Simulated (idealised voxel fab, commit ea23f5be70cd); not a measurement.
Herein follows the process module entitled voxel trench capacitor.
This is section cut - it's 185 nm across, gridded in 5 nm square cells.
Cross-sections here: square-cell grids, written as top-down lists of bands, a band being one or more rows of cells. Read a band's entry like this: the first values are the height of its top and the height of its bottom in nm, and what follows is the sequence of materials from left to right, each with its width in nm. Note that "empty" is empty space, and that a single material marked "full width" reaches across the band from edge to edge. Where do heights start? At 0: under that level the wafer as delivered is made of one material only. And the lowest band has no floor; it just carries on downward, as in "0 nm and below". A two-number width, for instance "30..40", indicates that the width is equal to the first number in the top row of the band and to the second number in the bottom row, and that it changes by a constant amount per row of cells. Where the words "nothing was modified" appear for a step, the cross-section shows no cell changed by that step; every cell remained as before. "Fully sealed voids": sealed empty spaces, 8 cells or more, no open way to top, listed width x height at distance, with distance from the left edge and width, height and distance in nm. Anything after a step's settings on that line? It's the simulator's own note about the step. Steps that use a mask can have "overlay nm" on their line. It says how far the mask sat to the right of where it was meant to be. Negative means to the left.

THE PLANNED PROCESS STEPS ARE ENUMERATED HEREUNDER
1) RECEIVE,material Si
2) CONFORMAL_DEP,material SiN,thk nm 5
3) DIRECTIONAL_DEP,material aC,thk nm 15
4) PATTERN,tone open,mask id TRENCH,material resist,width nm 25,pitch nm 40,thk nm 35,overlay nm 0
5) DIRECTIONAL_ETCH,etch materials aC,depth nm 15
6) STRIP,etch materials resist
7) DIRECTIONAL_ETCH,etch materials SiN,depth nm 5
8) DIRECTIONAL_ETCH,etch materials Si,depth nm 30
9) STRIP,etch materials aC
10) CONFORMAL_DEP,material HfO2,thk nm 5
11) CONFORMAL_DEP,material TiN,thk nm 5
12) FILL_DEP,material W,thk nm 10
13) CMP,height nm -5
Quick note for whoever runs this: the wafers start identical, but the height nm at step 13 isn't the same across them. The plan just shows what the first wafer had.

AS-RECEIVED CROSS-SECTION, FIRST OF SEVERAL WAFERS, POST STEP 1
> 0 nm and below | Si full width
> Fully sealed voids: none

END-OF-MODULE CROSS-SECTION, FIRST OF SEVERAL WAFERS, AFTER LAST STEP 13
> -5 nm to -20 nm | 40 nm Si / 5 nm HfO2 / 5 nm TiN / 5 nm W / 5 nm TiN / 5 nm HfO2 / 15 nm Si / 5 nm HfO2 / 5 nm TiN / 5 nm W / 5 nm TiN / 5 nm HfO2 / 15 nm Si / 5 nm HfO2 / 5 nm TiN / 5 nm W / 5 nm TiN / 5 nm HfO2 / 40 nm Si
> -20 nm to -25 nm | 40 nm Si / 5 nm HfO2 / 15 nm TiN / 5 nm HfO2 / 15 nm Si / 5 nm HfO2 / 15 nm TiN / 5 nm HfO2 / 15 nm Si / 5 nm HfO2 / 15 nm TiN / 5 nm HfO2 / 40 nm Si
> -25 nm to -30 nm | 40 nm Si / 25 nm HfO2 / 15 nm Si / 25 nm HfO2 / 15 nm Si / 25 nm HfO2 / 40 nm Si
> -30 nm and below | Si full width
> Fully sealed voids: none

THE MODULE'S END: A CROSS-SECTION OF THE LAST WAFER
> 20 nm to 15 nm | W full width
> 15 nm to 10 nm | 50 nm TiN / 5 nm W / 35 nm TiN / 5 nm W / 35 nm TiN / 5 nm W / 50 nm TiN
> 10 nm to 5 nm | 45 nm HfO2 / 5 nm TiN / 5 nm W / 5 nm TiN / 25 nm HfO2 / 5 nm TiN / 5 nm W / 5 nm TiN / 25 nm HfO2 / 5 nm TiN / 5 nm W / 5 nm TiN / 45 nm HfO2
> 5 nm to 0 nm | 40 nm SiN / 5 nm HfO2 / 5 nm TiN / 5 nm W / 5 nm TiN / 5 nm HfO2 / 15 nm SiN / 5 nm HfO2 / 5 nm TiN / 5 nm W / 5 nm TiN / 5 nm HfO2 / 15 nm SiN / 5 nm HfO2 / 5 nm TiN / 5 nm W / 5 nm TiN / 5 nm HfO2 / 40 nm SiN
> 0 nm to -20 nm | 40 nm Si / 5 nm HfO2 / 5 nm TiN / 5 nm W / 5 nm TiN / 5 nm HfO2 / 15 nm Si / 5 nm HfO2 / 5 nm TiN / 5 nm W / 5 nm TiN / 5 nm HfO2 / 15 nm Si / 5 nm HfO2 / 5 nm TiN / 5 nm W / 5 nm TiN / 5 nm HfO2 / 40 nm Si
> -20 nm to -25 nm | 40 nm Si / 5 nm HfO2 / 15 nm TiN / 5 nm HfO2 / 15 nm Si / 5 nm HfO2 / 15 nm TiN / 5 nm HfO2 / 15 nm Si / 5 nm HfO2 / 15 nm TiN / 5 nm HfO2 / 40 nm Si
> -25 nm to -30 nm | 40 nm Si / 25 nm HfO2 / 15 nm Si / 25 nm HfO2 / 15 nm Si / 25 nm HfO2 / 40 nm Si
> -30 nm and below | Si full width
> Fully sealed voids: none

EACH WAFER AT THE END: CELLS OF EACH MATERIAL GAINED (+) OR LOST (-) SINCE IT WAS RECEIVED, THEN ITS CLOSED VOIDS
height nm -5, +39 HfO2, -112 Si, +27 TiN, +9 W, Fully sealed voids: none
height nm 0, +45 HfO2, -90 Si, +33 TiN, +12 W, Fully sealed voids: none
height nm 5, +51 HfO2, -90 Si, +22 SiN, +39 TiN, +15 W, Fully sealed voids: none
height nm 10, +79 HfO2, -90 Si, +22 SiN, +45 TiN, +18 W, Fully sealed voids: none
height nm 15, +79 HfO2, -90 Si, +22 SiN, +79 TiN, +21 W, Fully sealed voids: none
height nm 20, +79 HfO2, -90 Si, +22 SiN, +79 TiN, +58 W, Fully sealed voids: none
